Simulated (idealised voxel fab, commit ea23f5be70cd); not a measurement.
Documented hereafter: the process module known as voxel self aligned vias.
For reference, the cross-section in this document is cut, with width 190 nm and square cells of 5 nm.
Throughout this document, each cross-section is represented as a grid of square cells and is presented as a sequence of bands enumerated from the top downward, where a band comprises one or more rows of cells.
A band entry consists of two parts. The first gives the height of the band's top and the height of its bottom, in nm. The rest lists the band's materials from left to right, each with its width in nm. A single material labelled with the word "edge to edge" fills the band from edge to edge, and the word "air" marks empty space.
Height reference: 0 = level under which incoming wafer is all one material. Lowest band: no bottom, runs on downward, e.g. "0 -> down".
A width given as "30 to 40" starts at the first number in the band's top row and ends at the second number in its bottom row, shifting by an equal amount at every step from row to row.
Given "remains unaltered" for a step, no cell of the cross-section differs between before and after that step.
Empty spaces counting at least 8 cells and having no open way to the top are listed in "Enclosed internal voids". The notation width x height at distance is used for each, the distance being from the left edge and all three values in nm.
Read whatever lies past the settings on a step's line as the simulator's own remark about the step.
Regarding "overlay nm": on a step with a mask, it is the distance the mask lay to the right of its planned place; a negative value places it to the left.
## Intended process steps
1. op RECEIVE | material Si
2. op CONFORMAL_DEP | material SiO2 | thk nm 10
3. op CONFORMAL_DEP | material SiCN | thk nm 5
4. op DIRECTIONAL_DEP | material lowk | thk nm 20
5. op PATTERN | tone open | mask id LINES | material resist | width nm 25 | pitch nm 65 | thk nm 20 | overlay nm 0
6. op DIRECTIONAL_ETCH | etch materials lowk | depth nm 20
7. op STRIP | etch materials resist
8. op CONFORMAL_DEP | material TiN | thk nm 5
9. op FILL_DEP | material Ru | thk nm 10
10. op CMP | height nm 35
11. op SELECTIVE_ETCH | etch materials W Ru TiN | depth nm 5
12. op FILL_DEP | material SiN | thk nm 5
13. op CMP | height nm 35
14. op DIRECTIONAL_DEP | material lowk | thk nm 20
15. op MASKED_ETCH | tone open | mask id VIAS | width nm 35 | etch materials lowk | depth nm 20 | overlay nm 0
16. op MASKED_ETCH | tone open | mask id VIAS | width nm 35 | etch materials SiN | depth nm 5 | overlay nm 0
17. op CONFORMAL_DEP | material TiN | thk nm 5
18. op FILL_DEP | material Ru | thk nm 5
19. op CMP | height nm 55
20. op CONFORMAL_DEP | material SiCN | thk nm 5
## The cross-section here shows the wafer as received, i.e. in its state after step 1
- 0 -> down = Si edge to edge
- Enclosed internal voids: none
## Looking at the first of two wafers in cross-section at end of module - ran to plan
- 60 -> 55 = SiCN edge to edge
- 55 -> 40 = lowk=45, then TiN=5, then Ru=25, then TiN=5, then lowk=110
- 40 -> 35 = lowk=45, then TiN=10, then Ru=15, then TiN=10, then lowk=110
- 35 -> 30 = lowk=50, then TiN=25, then lowk=40, then SiN=25, then lowk=50
- 30 -> 20 = lowk=50, then TiN=5, then Ru=15, then TiN=5, then lowk=40, then TiN=5, then Ru=15, then TiN=5, then lowk=50
- 20 -> 15 = lowk=50, then TiN=25, then lowk=40, then TiN=25, then lowk=50
- 15 -> 10 = SiCN edge to edge
- 10 -> 0 = SiO2 edge to edge
- 0 -> down = Si edge to edge
- Enclosed internal voids: none
## Cross-sectional image of the second wafer of the two following completion of the module. Starting state and process plan were the same as for the first wafer; one execution error occurred
- 60 -> 55 = SiCN edge to edge
- 55 -> 35 = lowk=45, then TiN=5, then Ru=25, then TiN=5, then lowk=110
- 35 -> 30 = SiN=45, then TiN=35, then SiN=110
- 30 -> 25 = TiN=55, then Ru=15, then TiN=50, then Ru=15, then TiN=55
- 25 -> 10 = lowk=50, then TiN=5, then Ru=15, then TiN=5, then lowk=40, then TiN=5, then Ru=15, then TiN=5, then lowk=50
- 10 -> 5 = lowk=50, then TiN=25, then lowk=40, then TiN=25, then lowk=50
- 5 -> 0 = SiCN edge to edge
- 0 -> down = Si edge to edge
- Enclosed internal voids: none
What was done differently from what was planned? plan step 2 skipped
The closing comparison, in cells, has the second wafer with more or fewer of some materials than the first: +14 Ru; +26 SiN; -76 SiO2; +36 TiN
